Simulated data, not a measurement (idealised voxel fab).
This section sets out a process module, namely voxel spacer lines.
Pictured: cross-section cut, 165 nm wide, on a grid of 5 nm square cells.
Heads up, the way a cross-section reads in here is a grid of square cells, handed over as bands from the top down, with every band being one or more rows of cells. Band: top height; bottom height; in nm. Then, left to right: material with width in nm, for each material. "all across": a single material spanning edge to edge. "air": empty space. We count height from 0. Below that, the starting wafer is all one material. The lowest band never ends at the bottom but goes on down; see "0 -> down" for how that is written. Graded width ("30->40"): value in top row of band = first number; value in bottom row = second number; row-to-row change constant. "no modifications" for a step: no cell of the cross-section changed in that step. "Sealed internal voids": empty spaces of 8 cells or more with no open way to the top, each given as width x height at distance, distance from the left edge, all in nm. Where a step's line continues beyond its settings, the continuation is a remark by the simulator itself on that step. overlay nm, on a step with a mask: how far to the right of its planned place the mask lay; to the left if negative.
# Here's what the planned process steps look like
1) RECEIVE | material Si
2) CONFORMAL_DEP | material Al2O3 | thk nm 5
3) DIRECTIONAL_DEP | material polySi | thk nm 20
4) DIRECTIONAL_DEP | material aC | thk nm 25
5) PATTERN | tone cover | mask id MANDREL | material resist | width nm 20 | pitch nm 70 | thk nm 35 | overlay nm 0
6) DIRECTIONAL_ETCH | etch materials aC | depth nm 25
7) STRIP | etch materials resist
8) CONFORMAL_DEP | material SiO2 | thk nm 15
9) DIRECTIONAL_ETCH | etch materials SiO2 | depth nm 15
10) STRIP | etch materials aC
11) DIRECTIONAL_ETCH | etch materials polySi | depth nm 20
12) STRIP | etch materials SiO2
# Cross-section of the wafer upon arrival, representing the state reached after step 1
	0 -> down  Si all across
	Sealed internal voids: none
# Cross-section, end of module. Start: as above. Plan: as above. Execution: one mistake
	25 -> 5  air 10  polySi 15  air 20  polySi 15  air 20  polySi 15  air 20  polySi 15  air 35
	5 -> 0  Al2O3 all across
	0 -> down  Si all across
	Sealed internal voids: none
So what did we get wrong on this run? it should be noted that step 5 was executed with settings other than those planned, the operation and settings actually applied being PATTERN | tone cover | mask id MANDREL | material resist | width nm 20 | pitch nm 70 | thk nm 35 | overlay nm -10
